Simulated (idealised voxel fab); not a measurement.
process module | voxel transistor to metal
cross-section cut | 165 nm wide | cells 5 nm
A cross-section is a grid of square cells, given in bands from the top down. A band is one or more rows of cells.
Each band's line starts with the height of the band's top and of its bottom, in nm. Then come its materials from left to right, each with its width in nm. One material with "throughout" fills the band from edge to edge. "air" is empty space.
Height 0 is the level under which the wafer as received is all one material. The lowest band goes on downwards, as in "0 down".
A width such as "30 to 40" changes by the same amount from each row of cells to the next, from the band's top row to its bottom row.
"no change" after a step means that no cell of the cross-section changed.
closed voids: empty space of 8 cells or more with no open way to the top, each as width x height at its distance from the left edge, in nm
after a step's settings: what the simulator itself notes on the step
overlay nm, on a step with a mask: how far to the right of its planned place the mask lay; to the left if negative
plan
1 op RECEIVE | material Si
2 op CONFORMAL_DEP | material SiO2 | thk nm 5
3 op CONFORMAL_DEP | material SiN | thk nm 10
4 op DIRECTIONAL_DEP | material aC | thk nm 15
5 op PATTERN | tone cover | mask id ACTIVE | material resist | width nm 95 | thk nm 30 | overlay nm 0
6 op DIRECTIONAL_ETCH | etch materials aC | depth nm 15
7 op STRIP | etch materials resist
8 op DIRECTIONAL_ETCH | etch materials SiN | depth nm 10
9 op DIRECTIONAL_ETCH | etch materials SiO2 | depth nm 5
10 op DIRECTIONAL_ETCH | etch materials Si | depth nm 20
11 op STRIP | etch materials aC
12 op OXIDIZE | depth nm 5
13 op FILL_DEP | material SiO2 | thk nm 15
14 op CMP | height nm 15
15 op SELECTIVE_ETCH | etch materials SiO2 | depth nm 5
16 op STRIP | etch materials SiN
17 op SELECTIVE_ETCH | etch materials SiO2 | depth nm 5
18 op OXIDIZE | depth nm 5
19 op DIRECTIONAL_DEP | material polySi | thk nm 20
20 op DIRECTIONAL_DEP | material SiCN | thk nm 15
21 op PATTERN | tone cover | mask id GATE | material resist | width nm 15 | thk nm 20 | overlay nm 0
22 op DIRECTIONAL_ETCH | etch materials SiCN | depth nm 25
23 op DIRECTIONAL_ETCH | etch materials polySi | depth nm 30
24 op STRIP | etch materials resist
25 op CONFORMAL_DEP | material SiN | thk nm 5
26 op DIRECTIONAL_ETCH | etch materials SiN | depth nm 5
27 op DIRECTIONAL_ETCH | etch materials SiO2 | depth nm 5
28 op EPI | material SiGe | thk nm 5
29 op FILL_DEP | material SiO2 | thk nm 10
30 op CMP | height nm 35
31 op DIRECTIONAL_DEP | material SiO2 | thk nm 10
32 op PATTERN | tone open | mask id CONTACT | material resist | width nm 20 | pitch nm 65 | thk nm 15 | overlay nm 0
33 op DIRECTIONAL_ETCH | etch materials SiO2 | depth nm 45
34 op STRIP | etch materials resist
35 op CONFORMAL_DEP | material TiN | thk nm 5
36 op FILL_DEP | material Ru | thk nm 5
37 op CMP | height nm 45
38 op DIRECTIONAL_DEP | material TiN | thk nm 5
39 op DIRECTIONAL_DEP | material Ru | thk nm 20
40 op MASKED_ETCH | tone cover | mask id METAL_1 | width nm 20 | pitch nm 65 | etch materials Ru | depth nm 20 | overlay nm 0
41 op MASKED_ETCH | tone cover | mask id METAL_1 | width nm 20 | pitch nm 65 | etch materials TiN | depth nm 5 | overlay nm 0
42 op FILL_DEP | material SiO2 | thk nm 10
43 op CMP | height nm 70
44 op CONFORMAL_DEP | material SiN | thk nm 5
first wafer, as planned
as received, after step 1
  0 down: Si throughout
  closed voids: none
after step 2
  5 to 0: SiO2 throughout
  below 0: unchanged
after step 3
  15 to 5: SiN throughout
  below 5: unchanged
after step 4
  30 to 15: aC throughout
  below 15: unchanged
after step 5
  60 to 30: air 35 | resist 95 | air 35
  below 30: unchanged
after step 6
  45 to 30: air 35 | resist 95 | air 35
  30 to 15: air 35 | aC 95 | air 35
  below 15: unchanged
after step 7
  30 to 15: air 35 | aC 95 | air 35
  below 15: unchanged
after step 8
  30 to 15: air 35 | aC 95 | air 35
  15 to 5: air 35 | SiN 95 | air 35
  below 5: unchanged
after step 9
  30 to 15: air 35 | aC 95 | air 35
  15 to 5: air 35 | SiN 95 | air 35
  5 to 0: air 35 | SiO2 95 | air 35
  below 0: unchanged
after step 10
  30 to 15: air 35 | aC 95 | air 35
  15 to 5: air 35 | SiN 95 | air 35
  5 to 0: air 35 | SiO2 95 | air 35
  0 to -20: air 35 | Si 95 | air 35
  below -20: unchanged
after step 11
  15 to 5: air 35 | SiN 95 | air 35
  below 5: unchanged
after step 12
  15 to 5: air 35 | SiN 95 | air 35
  5 to 0: air 35 | SiO2 95 | air 35
  0 to -20: air 35 | SiO2 5 | Si 85 | SiO2 5 | air 35
  -20 to -25: SiO2 40 | Si 85 | SiO2 40
  below -25: unchanged
after step 13
  30 to 15: SiO2 throughout
  15 to 5: SiO2 35 | SiN 95 | SiO2 35
  5 to 0: SiO2 throughout
  0 to -25: SiO2 40 | Si 85 | SiO2 40
  below -25: unchanged
after step 14
  15 to 5: SiO2 35 | SiN 95 | SiO2 35
  below 5: unchanged
after step 15
  15 to 10: air 35 | SiN 95 | air 35
  below 10: unchanged
after step 16
  10 to 5: SiO2 35 | air 95 | SiO2 35
  below 5: unchanged
after step 17
  5 to 0: SiO2 30 | air 105 | SiO2 30
  below 0: unchanged
after step 18
  5 to 0: SiO2 30 | air 105 | SiO2 30
  0 to -5: SiO2 throughout
  below -5: unchanged
after step 19
  25 to 20: polySi 30 | air 105 | polySi 30
  20 to 5: polySi throughout
  5 to 0: SiO2 30 | polySi 105 | SiO2 30
  below 0: unchanged
after step 20
  40 to 35: SiCN 30 | air 105 | SiCN 30
  35 to 25: SiCN throughout
  25 to 20: polySi 30 | SiCN 105 | polySi 30
  below 20: unchanged
after step 21
  60 to 40: air 75 | resist 15 | air 75
  40 to 35: SiCN 30 | air 45 | resist 15 | air 45 | SiCN 30
  below 35: unchanged
after step 22
  60 to 35: air 75 | resist 15 | air 75
  35 to 25: air 75 | SiCN 15 | air 75
  25 to 20: polySi 30 | air 45 | SiCN 15 | air 45 | polySi 30
  below 20: unchanged
after step 23
  60 to 35: air 75 | resist 15 | air 75
  35 to 20: air 75 | SiCN 15 | air 75
  20 to 5: air 75 | polySi 15 | air 75
  5 to 0: SiO2 30 | air 45 | polySi 15 | air 45 | SiO2 30
  below 0: unchanged
after step 24
  35 to 20: air 75 | SiCN 15 | air 75
  below 20: unchanged
after step 25
  40 to 35: air 70 | SiN 25 | air 70
  35 to 20: air 70 | SiN 5 | SiCN 15 | SiN 5 | air 70
  20 to 10: air 70 | SiN 5 | polySi 15 | SiN 5 | air 70
  10 to 5: SiN 35 | air 35 | SiN 5 | polySi 15 | SiN 5 | air 35 | SiN 35
  5 to 0: SiO2 30 | SiN 45 | polySi 15 | SiN 45 | SiO2 30
  below 0: unchanged
after step 26
  35 to 20: air 70 | SiN 5 | SiCN 15 | SiN 5 | air 70
  20 to 5: air 70 | SiN 5 | polySi 15 | SiN 5 | air 70
  5 to 0: SiO2 30 | SiN 5 | air 35 | SiN 5 | polySi 15 | SiN 5 | air 35 | SiN 5 | SiO2 30
  below 0: unchanged
after step 27
  35 to 20: air 70 | SiN 5 | SiCN 15 | SiN 5 | air 70
  20 to 5: air 70 | SiN 5 | polySi 15 | SiN 5 | air 70
  5 to 0: air 30 | SiN 5 | air 35 | SiN 5 | polySi 15 | SiN 5 | air 35 | SiN 5 | air 30
  0 to -5: SiO2 35 | air 35 | SiO2 25 | air 35 | SiO2 35
  below -5: unchanged
after step 28
  35 to 20: air 70 | SiN 5 | SiCN 15 | SiN 5 | air 70
  20 to 5: air 70 | SiN 5 | polySi 15 | SiN 5 | air 70
  5 to 0: air 30 | SiN 5 | air 35 | SiN 5 | polySi 15 | SiN 5 | air 35 | SiN 5 | air 30
  0 to -5: SiO2 35 | SiGe 35 | SiO2 25 | SiGe 35 | SiO2 35
  below -5: unchanged
after step 29
  45 to 35: SiO2 throughout
  35 to 20: SiO2 70 | SiN 5 | SiCN 15 | SiN 5 | SiO2 70
  20 to 5: SiO2 70 | SiN 5 | polySi 15 | SiN 5 | SiO2 70
  5 to 0: SiO2 30 | SiN 5 | SiO2 35 | SiN 5 | polySi 15 | SiN 5 | SiO2 35 | SiN 5 | SiO2 30
  below 0: unchanged
after step 30
  35 to 20: SiO2 70 | SiN 5 | SiCN 15 | SiN 5 | SiO2 70
  below 20: unchanged
after step 31
  45 to 35: SiO2 throughout
  below 35: unchanged
after step 32
  60 to 45: resist 40 | air 20 | resist 45 | air 20 | resist 40
  below 45: unchanged
after step 33
  60 to 45: resist 40 | air 20 | resist 45 | air 20 | resist 40
  45 to 35: SiO2 40 | air 20 | SiO2 45 | air 20 | SiO2 40
  35 to 20: SiO2 40 | air 20 | SiO2 10 | SiN 5 | SiCN 15 | SiN 5 | SiO2 10 | air 20 | SiO2 40
  20 to 5: SiO2 40 | air 20 | SiO2 10 | SiN 5 | polySi 15 | SiN 5 | SiO2 10 | air 20 | SiO2 40
  5 to 0: SiO2 30 | SiN 5 | SiO2 5 | air 20 | SiO2 10 | SiN 5 | polySi 15 | SiN 5 | SiO2 10 | air 20 | SiO2 5 | SiN 5 | SiO2 30
  below 0: unchanged
after step 34
  45 to 35: SiO2 40 | air 20 | SiO2 45 | air 20 | SiO2 40
  below 35: unchanged
after step 35
  50 to 45: TiN 45 | air 10 | TiN 55 | air 10 | TiN 45
  45 to 35: SiO2 40 | TiN 5 | air 10 | TiN 5 | SiO2 45 | TiN 5 | air 10 | TiN 5 | SiO2 40
  35 to 20: SiO2 40 | TiN 5 | air 10 | TiN 5 | SiO2 10 | SiN 5 | SiCN 15 | SiN 5 | SiO2 10 | TiN 5 | air 10 | TiN 5 | SiO2 40
  20 to 5: SiO2 40 | TiN 5 | air 10 | TiN 5 | SiO2 10 | SiN 5 | polySi 15 | SiN 5 | SiO2 10 | TiN 5 | air 10 | TiN 5 | SiO2 40
  5 to 0: SiO2 30 | SiN 5 | SiO2 5 | TiN 20 | SiO2 10 | SiN 5 | polySi 15 | SiN 5 | SiO2 10 | TiN 20 | SiO2 5 | SiN 5 | SiO2 30
  below 0: unchanged
after step 36
  55 to 50: Ru throughout
  50 to 45: TiN 45 | Ru 10 | TiN 55 | Ru 10 | TiN 45
  45 to 35: SiO2 40 | TiN 5 | Ru 10 | TiN 5 | SiO2 45 | TiN 5 | Ru 10 | TiN 5 | SiO2 40
  35 to 20: SiO2 40 | TiN 5 | Ru 10 | TiN 5 | SiO2 10 | SiN 5 | SiCN 15 | SiN 5 | SiO2 10 | TiN 5 | Ru 10 | TiN 5 | SiO2 40
  20 to 5: SiO2 40 | TiN 5 | Ru 10 | TiN 5 | SiO2 10 | SiN 5 | polySi 15 | SiN 5 | SiO2 10 | TiN 5 | Ru 10 | TiN 5 | SiO2 40
  below 5: unchanged
after step 37
  45 to 35: SiO2 40 | TiN 5 | Ru 10 | TiN 5 | SiO2 45 | TiN 5 | Ru 10 | TiN 5 | SiO2 40
  below 35: unchanged
after step 38
  50 to 45: TiN throughout
  below 45: unchanged
after step 39
  70 to 50: Ru throughout
  below 50: unchanged
after step 40
  70 to 50: air 40 | Ru 20 | air 45 | Ru 20 | air 40
  below 50: unchanged
after step 41
  70 to 50: air 40 | Ru 20 | air 45 | Ru 20 | air 40
  50 to 45: air 40 | TiN 20 | air 45 | TiN 20 | air 40
  below 45: unchanged
after step 42
  80 to 70: SiO2 throughout
  70 to 50: SiO2 40 | Ru 20 | SiO2 45 | Ru 20 | SiO2 40
  50 to 45: SiO2 40 | TiN 20 | SiO2 45 | TiN 20 | SiO2 40
  below 45: unchanged
after step 43
  70 to 50: SiO2 40 | Ru 20 | SiO2 45 | Ru 20 | SiO2 40
  below 50: unchanged
after step 44
  75 to 70: SiN throughout
  below 70: unchanged
second wafer: like start, like plan, one mistake. Through step 37 it matches the first wafer
when step 38 should have ended
  65 to 45: Ru throughout
  below 45: unchanged
when step 39 should have ended
  70 to 65: TiN throughout
  below 65: unchanged
when step 40 should have ended: no change
when step 41 should have ended
  70 to 65: air 40 | TiN 20 | air 45 | TiN 20 | air 40
  below 65: unchanged
when step 42 should have ended
  80 to 70: SiO2 throughout
  70 to 65: SiO2 40 | TiN 20 | SiO2 45 | TiN 20 | SiO2 40
  below 65: unchanged
when step 43 should have ended
  70 to 65: SiO2 40 | TiN 20 | SiO2 45 | TiN 20 | SiO2 40
  below 65: unchanged
when step 44 should have ended
  75 to 70: SiN throughout
  below 70: unchanged
what went wrong: steps 38 and 39 were swapped
at the end the second wafer has, in cells: 100 more of Ru | 100 fewer of SiO2
